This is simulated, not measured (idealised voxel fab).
process module | voxel released beams
cross-section cut | 235 nm wide | cells 5 nm
A cross-section is a grid of square cells, given in bands from the top down. A band is one or more rows of cells.
Each band's line starts with the height of the band's top and of its bottom, in nm. Then come its materials from left to right, each with its width in nm. One material with "throughout" fills the band from edge to edge. "air" is empty space.
Height 0 is the level under which the wafer as received is all one material. The lowest band goes on downwards, as in "0 down".
A width such as "30 to 40" changes by the same amount from each row of cells to the next, from the band's top row to its bottom row.
"no change" after a step means that no cell of the cross-section changed.
closed voids: empty space of 8 cells or more with no open way to the top, each as width x height at its distance from the left edge, in nm
after a step's settings: what the simulator itself notes on the step
overlay nm, on a step with a mask: how far to the right of its planned place the mask lay; to the left if negative
plan
1 op RECEIVE | material Si
2 op CONFORMAL_DEP | material SiN | thk nm 10
3 op DIRECTIONAL_DEP | material SiO2 | thk nm 15
4 op DIRECTIONAL_DEP | material aC | thk nm 10
5 op PATTERN | tone open | mask id ANCHOR | material resist | width nm 35 | thk nm 25 | overlay nm 0
6 op DIRECTIONAL_ETCH | etch materials aC | depth nm 10
7 op STRIP | etch materials resist
8 op DIRECTIONAL_ETCH | etch materials SiO2 | depth nm 15
9 op STRIP | etch materials aC
10 op CONFORMAL_DEP | material TiN | thk nm 10
11 op DIRECTIONAL_DEP | material aC | thk nm 15
12 op PATTERN | tone cover | mask id BEAM | material resist | width nm 90 | thk nm 30 | overlay nm 0
13 op DIRECTIONAL_ETCH | etch materials aC | depth nm 15
14 op STRIP | etch materials resist
15 op DIRECTIONAL_ETCH | etch materials TiN | depth nm 10
16 op STRIP | etch materials aC
17 op STRIP | etch materials SiO2
as received, after step 1
  0 down: Si throughout
  closed voids: none
a wafer at the end: this start, this plan, one mistake
  35 to 25: air 75 | TiN 10 | air 15 | TiN 55 | air 80
  25 to 20: air 75 | TiN 10 | air 15 | TiN 10 | air 125
  20 to 10: air 75 | TiN 35 | air 125
  10 to 0: SiN throughout
  0 down: Si throughout
  closed voids: none
what went wrong: step 12 ran as: op PATTERN | tone cover | mask id BEAM | material resist | width nm 80 | thk nm 30 | overlay nm 0
